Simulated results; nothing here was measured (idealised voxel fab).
Module name: voxel trench capacitor (process module)
Displayed cross-section: cut, width of 265 nm, square cells sized 5 nm.
The cross-sections in this document take the form of a grid made of square cells. They are written out as bands, in order from top to bottom. Each band consists of one or more rows of cells.
It is stipulated that each band's entry specify, in nanometres, the height of the top of the band and then that of its bottom, followed by the materials of the band in left-to-right sequence, each together with its width in nanometres. A single material marked by the word "all across" is understood to fill the band from edge to edge; the word "air" is understood to denote empty space.
It should be noted that heights are counted from 0, beneath which the wafer as supplied is of one material throughout, and that the lowest band possesses no lower boundary but continues downward, as written in "0..down".
Width: "30..40" (first number = top row, second number = bottom row, same change from row to row of cells).
When a step is marked "remains unaltered", none of the cells in the cross-section changed during that step.
Closed-off voids of 8+ cells (no open route to the top) go in "Cavities, sealed", written width x height at distance from the left edge, in nm.
If you see something after the settings on a step's line, that's the simulator's own remark about that step.
"overlay nm" answers the question of how far to the right of plan the mask lay on a step that has a mask, and when it is negative the answer is to the left.
### Steps in the process plan
1,RECEIVE: material Si
2,CONFORMAL_DEP: material SiN, thk nm 10
3,DIRECTIONAL_DEP: material aC, thk nm 15
4,PATTERN: tone open, mask id TRENCH, material resist, width nm 15, pitch nm 45, thk nm 35, overlay nm 0
5,DIRECTIONAL_ETCH: etch materials aC, depth nm 15
6,STRIP: etch materials resist
7,DIRECTIONAL_ETCH: etch materials SiN, depth nm 10
8,DIRECTIONAL_ETCH: etch materials Si, depth nm 40
9,STRIP: etch materials aC
10,CONFORMAL_DEP: material Al2O3, thk nm 5
11,FILL_DEP: material polySi, thk nm 5
12,CMP: height nm 10
Heads up: all these wafers start the same, and what changes between them is the width nm in step 4. The value you see in the plan is just what the first wafer got.
### First of several wafers (as received, post step 1), cross-sectional view
    0..down = Si all across
    Cavities, sealed: none
### Table: wafers, a row each; end-of-module cell change per material since receipt, gain (+), loss (-); then closed voids
width nm 15, +63 Al2O3, -72 Si, +88 SiN, +27 polySi, Cavities, sealed: none
width nm 20, +66 Al2O3, -96 Si, +82 SiN, +54 polySi, Cavities, sealed: none
width nm 25, +69 Al2O3, -120 Si, +76 SiN, +81 polySi, Cavities, sealed: none
width nm 30, +72 Al2O3, -144 Si, +70 SiN, +108 polySi, Cavities, sealed: none
